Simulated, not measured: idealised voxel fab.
This is a process module. Its name is voxel self aligned vias.
Cross-section cut spans 220 nm and uses square cells 5 nm in size.
For the purposes of this document, a cross-section shall be understood as a grid of square cells, specified as bands listed in top-to-bottom order, each band consisting of one or more rows of cells. Heads up on the band format: heights come first, top then bottom, in nm. After that it's the materials left to right, each with its width in nm. A single material flagged "all across" fills the whole band edge to edge, and "air" means there's empty space there. Heights are expressed relative to 0, this being the level below which the as-received wafer comprises one material exclusively. The lowest band is unbounded in the downward direction and is denoted as in "top 0, no bottom". You'd read "30..40" like this: the band's top row of cells is as wide as the first number, its bottom row is as wide as the second, and going down, every row changes width by the same amount as the row before did. No cell of the cross-section changed in a step that is given as "no change". Closed empty spaces (no open way to the top) of 8 cells or more are what "Enclosed internal voids" lists, each as width x height at distance from the left edge, nm for all three. Whatever follows a step's settings on its line is a remark the simulator itself makes about that step. A step line may carry the setting "overlay nm", which, for steps involving a mask, states the distance by which the mask lay to the right of its intended position; negative values denote displacement to the left.

These are the steps we planned for the process:
1: RECEIVE (material Si)
2: CONFORMAL_DEP (material SiO2; thk nm 15)
3: CONFORMAL_DEP (material SiCN; thk nm 5)
4: DIRECTIONAL_DEP (material lowk; thk nm 30)
5: DIRECTIONAL_DEP (material aC; thk nm 15)
6: PATTERN (tone open; mask id LINES; material resist; width nm 20; pitch nm 65; thk nm 35; overlay nm 0)
7: DIRECTIONAL_ETCH (etch materials aC; depth nm 15)
8: STRIP (etch materials resist)
9: DIRECTIONAL_ETCH (etch materials lowk; depth nm 30)
10: STRIP (etch materials aC)
11: CONFORMAL_DEP (material TiN; thk nm 5)
12: FILL_DEP (material W; thk nm 5)
13: CMP (height nm 50)
14: SELECTIVE_ETCH (etch materials W Ru TiN; depth nm 5)
15: FILL_DEP (material SiN; thk nm 5)
16: CMP (height nm 50)
17: DIRECTIONAL_DEP (material lowk; thk nm 15)
18: MASKED_ETCH (tone open; mask id VIAS; width nm 40; pitch nm 65; etch materials lowk; depth nm 15; overlay nm 0)
19: MASKED_ETCH (tone open; mask id VIAS; width nm 40; pitch nm 65; etch materials SiN; depth nm 5; overlay nm 0)
20: CONFORMAL_DEP (material TiN; thk nm 5)
21: FILL_DEP (material Cu; thk nm 5)
22: CMP (height nm 65)
23: CONFORMAL_DEP (material SiN; thk nm 5)

Below: the first of two wafers, run as planned:

Wafer at receipt (post step 1), cross-section:
	top 0, no bottom = Si all across
	Enclosed internal voids: none

Cross-section through the wafer, step 2 finished:
	top 15, bottom 0 = SiO2 all across
	Anything lower than 0 is untouched.

Cross-section through the wafer, step 3 finished:
	top 20, bottom 15 = SiCN all across
	Anything lower than 15 is untouched.

Cross-section through the wafer, step 4 finished:
	top 50, bottom 20 = lowk all across
	Anything lower than 20 is untouched.

Cross-section through the wafer, step 5 finished:
	top 65, bottom 50 = aC all across
	Anything lower than 50 is untouched.

Cross-section through the wafer, step 6 finished:
	top 100, bottom 65 = resist (65), air (20), resist (45), air (20), resist (70)
	Anything lower than 65 is untouched.

Cross-section through the wafer, step 7 finished:
	top 85, bottom 65 = resist (65), air (20), resist (45), air (20), resist (70)
	top 65, bottom 50 = aC (65), air (20), aC (45), air (20), aC (70)
	Anything lower than 50 is untouched.

Cross-section through the wafer, step 8 finished:
	top 65, bottom 50 = aC (65), air (20), aC (45), air (20), aC (70)
	Anything lower than 50 is untouched.

Cross-section through the wafer, step 9 finished:
	top 65, bottom 50 = aC (65), air (20), aC (45), air (20), aC (70)
	top 50, bottom 20 = lowk (65), air (20), lowk (45), air (20), lowk (70)
	Anything lower than 20 is untouched.

Cross-section through the wafer, step 10 finished:
	top 50, bottom 20 = lowk (65), air (20), lowk (45), air (20), lowk (70)
	Anything lower than 20 is untouched.

Cross-section through the wafer, step 11 finished:
	top 55, bottom 50 = TiN (70), air (10), TiN (55), air (10), TiN (75)
	top 50, bottom 25 = lowk (65), TiN (5), air (10), TiN (5), lowk (45), TiN (5), air (10), TiN (5), lowk (70)
	top 25, bottom 20 = lowk (65), TiN (20), lowk (45), TiN (20), lowk (70)
	Anything lower than 20 is untouched.

Cross-section through the wafer, step 12 finished:
	top 60, bottom 55 = W all across
	top 55, bottom 50 = TiN (70), W (10), TiN (55), W (10), TiN (75)
	top 50, bottom 25 = lowk (65), TiN (5), W (10), TiN (5), lowk (45), TiN (5), W (10), TiN (5), lowk (70)
	Anything lower than 25 is untouched.

Cross-section through the wafer, step 13 finished:
	top 50, bottom 25 = lowk (65), TiN (5), W (10), TiN (5), lowk (45), TiN (5), W (10), TiN (5), lowk (70)
	Anything lower than 25 is untouched.

Cross-section through the wafer, step 14 finished:
	top 50, bottom 45 = lowk (65), air (20), lowk (45), air (20), lowk (70)
	Anything lower than 45 is untouched.

Cross-section through the wafer, step 15 finished:
	top 55, bottom 50 = SiN all across
	top 50, bottom 45 = lowk (65), SiN (20), lowk (45), SiN (20), lowk (70)
	Anything lower than 45 is untouched.

Cross-section through the wafer, step 16 finished:
	top 50, bottom 45 = lowk (65), SiN (20), lowk (45), SiN (20), lowk (70)
	Anything lower than 45 is untouched.

Cross-section through the wafer, step 17 finished:
	top 65, bottom 50 = lowk all across
	Anything lower than 50 is untouched.

Cross-section through the wafer, step 18 finished:
	top 65, bottom 50 = lowk (55), air (40), lowk (25), air (40), lowk (60)
	Anything lower than 50 is untouched.

Cross-section through the wafer, step 19 finished:
	top 65, bottom 50 = lowk (55), air (40), lowk (25), air (40), lowk (60)
	top 50, bottom 45 = lowk (65), air (20), lowk (45), air (20), lowk (70)
	Anything lower than 45 is untouched.

Cross-section through the wafer, step 20 finished:
	top 70, bottom 65 = TiN (60), air (30), TiN (35), air (30), TiN (65)
	top 65, bottom 55 = lowk (55), TiN (5), air (30), TiN (5), lowk (25), TiN (5), air (30), TiN (5), lowk (60)
	top 55, bottom 50 = lowk (55), TiN (15), air (10), TiN (15), lowk (25), TiN (15), air (10), TiN (15), lowk (60)
	top 50, bottom 45 = lowk (65), TiN (20), lowk (45), TiN (20), lowk (70)
	Anything lower than 45 is untouched.

Cross-section through the wafer, step 21 finished:
	top 75, bottom 70 = Cu all across
	top 70, bottom 65 = TiN (60), Cu (30), TiN (35), Cu (30), TiN (65)
	top 65, bottom 55 = lowk (55), TiN (5), Cu (30), TiN (5), lowk (25), TiN (5), Cu (30), TiN (5), lowk (60)
	top 55, bottom 50 = lowk (55), TiN (15), Cu (10), TiN (15), lowk (25), TiN (15), Cu (10), TiN (15), lowk (60)
	Anything lower than 50 is untouched.

Cross-section through the wafer, step 22 finished:
	top 65, bottom 55 = lowk (55), TiN (5), Cu (30), TiN (5), lowk (25), TiN (5), Cu (30), TiN (5), lowk (60)
	Anything lower than 55 is untouched.

Cross-section through the wafer, step 23 finished:
	top 70, bottom 65 = SiN all across
	Anything lower than 65 is untouched.

Second wafer: same start and same plan as the first, one execution error; identical to the first through step 2:

Second wafer, cross-section, planned end of step 3: no change

Second wafer, cross-section, planned end of step 4:
	top 45, bottom 15 = lowk all across
	Anything lower than 15 is untouched.

Second wafer, cross-section, planned end of step 5:
	top 60, bottom 45 = aC all across
	Anything lower than 45 is untouched.

Second wafer, cross-section, planned end of step 6:
	top 95, bottom 60 = resist (65), air (20), resist (45), air (20), resist (70)
	Anything lower than 60 is untouched.

Second wafer, cross-section, planned end of step 7:
	top 80, bottom 60 = resist (65), air (20), resist (45), air (20), resist (70)
	top 60, bottom 45 = aC (65), air (20), aC (45), air (20), aC (70)
	Anything lower than 45 is untouched.

Second wafer, cross-section, planned end of step 8:
	top 60, bottom 45 = aC (65), air (20), aC (45), air (20), aC (70)
	Anything lower than 45 is untouched.

Second wafer, cross-section, planned end of step 9:
	top 60, bottom 45 = aC (65), air (20), aC (45), air (20), aC (70)
	top 45, bottom 15 = lowk (65), air (20), lowk (45), air (20), lowk (70)
	Anything lower than 15 is untouched.

Second wafer, cross-section, planned end of step 10:
	top 45, bottom 15 = lowk (65), air (20), lowk (45), air (20), lowk (70)
	Anything lower than 15 is untouched.

Second wafer, cross-section, planned end of step 11:
	top 50, bottom 45 = TiN (70), air (10), TiN (55), air (10), TiN (75)
	top 45, bottom 20 = lowk (65), TiN (5), air (10), TiN (5), lowk (45), TiN (5), air (10), TiN (5), lowk (70)
	top 20, bottom 15 = lowk (65), TiN (20), lowk (45), TiN (20), lowk (70)
	Anything lower than 15 is untouched.

Second wafer, cross-section, planned end of step 12:
	top 55, bottom 50 = W all across
	top 50, bottom 45 = TiN (70), W (10), TiN (55), W (10), TiN (75)
	top 45, bottom 20 = lowk (65), TiN (5), W (10), TiN (5), lowk (45), TiN (5), W (10), TiN (5), lowk (70)
	Anything lower than 20 is untouched.

Second wafer, cross-section, planned end of step 13:
	top 50, bottom 45 = TiN (70), W (10), TiN (55), W (10), TiN (75)
	Anything lower than 45 is untouched.

Second wafer, cross-section, planned end of step 14:
	top 45, bottom 20 = lowk (65), TiN (5), W (10), TiN (5), lowk (45), TiN (5), W (10), TiN (5), lowk (70)
	Anything lower than 20 is untouched.

Second wafer, cross-section, planned end of step 15:
	top 50, bottom 45 = SiN all across
	Anything lower than 45 is untouched.

Second wafer, cross-section, planned end of step 16: no change

Second wafer, cross-section, planned end of step 17:
	top 65, bottom 50 = lowk all across
	Anything lower than 50 is untouched.

Second wafer, cross-section, planned end of step 18:
	top 65, bottom 50 = lowk (55), air (40), lowk (25), air (40), lowk (60)
	Anything lower than 50 is untouched.

Second wafer, cross-section, planned end of step 19:
	top 65, bottom 50 = lowk (55), air (40), lowk (25), air (40), lowk (60)
	top 50, bottom 45 = SiN (55), air (40), SiN (25), air (40), SiN (60)
	Anything lower than 45 is untouched.

Second wafer, cross-section, planned end of step 20:
	top 70, bottom 65 = TiN (60), air (30), TiN (35), air (30), TiN (65)
	top 65, bottom 50 = lowk (55), TiN (5), air (30), TiN (5), lowk (25), TiN (5), air (30), TiN (5), lowk (60)
	top 50, bottom 45 = SiN (55), TiN (40), SiN (25), TiN (40), SiN (60)
	Anything lower than 45 is untouched.

Second wafer, cross-section, planned end of step 21:
	top 75, bottom 70 = Cu all across
	top 70, bottom 65 = TiN (60), Cu (30), TiN (35), Cu (30), TiN (65)
	top 65, bottom 50 = lowk (55), TiN (5), Cu (30), TiN (5), lowk (25), TiN (5), Cu (30), TiN (5), lowk (60)
	Anything lower than 50 is untouched.

Second wafer, cross-section, planned end of step 22:
	top 65, bottom 50 = lowk (55), TiN (5), Cu (30), TiN (5), lowk (25), TiN (5), Cu (30), TiN (5), lowk (60)
	Anything lower than 50 is untouched.

Second wafer, cross-section, planned end of step 23:
	top 70, bottom 65 = SiN all across
	Anything lower than 65 is untouched.
What broke from the plan during processing? step 3 of the plan: omitted, not performed
It is noted that, at the conclusion of processing, the second wafer exhibits a higher or lower cell count for certain materials relative to the first: +8 Cu, -44 SiCN, +28 SiN, +4 TiN, +4 W
